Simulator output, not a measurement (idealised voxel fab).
process module | voxel ribs on slabs
cross-section cut | 140 nm wide | cells 5 nm
A cross-section is a grid of square cells, given in bands from the top down. A band is one or more rows of cells.
Each band's line starts with the height of the band's top and of its bottom, in nm. Then come its materials from left to right, each with its width in nm. One material with "throughout" fills the band from edge to edge. "air" is empty space.
Height 0 is the level under which the wafer as received is all one material. The lowest band goes on downwards, as in "0 down".
A width such as "30 to 40" changes by the same amount from each row of cells to the next, from the band's top row to its bottom row.
"no change" after a step means that no cell of the cross-section changed.
closed voids: empty space of 8 cells or more with no open way to the top, each as width x height at its distance from the left edge, in nm
after a step's settings: what the simulator itself notes on the step
overlay nm, on a step with a mask: how far to the right of its planned place the mask lay; to the left if negative
plan
1 op RECEIVE | material Si
2 op DIRECTIONAL_DEP | material SiO2 | thk nm 20
3 op DIRECTIONAL_DEP | material polySi | thk nm 20
4 op DIRECTIONAL_DEP | material aC | thk nm 10
5 op PATTERN | tone cover | mask id RIB | material resist | width nm 20 | thk nm 30 | overlay nm 0
6 op DIRECTIONAL_ETCH | etch materials aC | depth nm 10
7 op STRIP | etch materials resist
8 op DIRECTIONAL_ETCH | etch materials polySi | depth nm 15
9 op STRIP | etch materials aC
10 op MASKED_ETCH | tone cover | mask id SLAB | width nm 50 | etch materials polySi | depth nm 5 | overlay nm 0
11 op FILL_DEP | material SiO2 | thk nm 20
12 op CMP | height nm 55
13 op DIRECTIONAL_DEP | material W | thk nm 10
14 op MASKED_ETCH | tone cover | mask id HEATER | width nm 30 | etch materials W | depth nm 10 | overlay nm 0
15 op CONFORMAL_DEP | material SiN | thk nm 5
as received, after step 1
  0 down: Si throughout
  closed voids: none
a wafer at the end: this start, this plan, one mistake
  70 to 65: air 50 | SiN 40 | air 50
  65 to 60: air 50 | SiN 5 | W 30 | SiN 5 | air 50
  60 to 55: SiN 55 | W 30 | SiN 55
  55 to 40: SiO2 throughout
  40 to 30: SiO2 60 to 45 | polySi 20 to 50 | SiO2 60 to 45
  30 to 20: polySi throughout
  20 to 0: SiO2 throughout
  0 down: Si throughout
  closed voids: none
what went wrong: step 8 ran as: op DIRECTIONAL_ETCH | etch materials polySi | depth nm 5
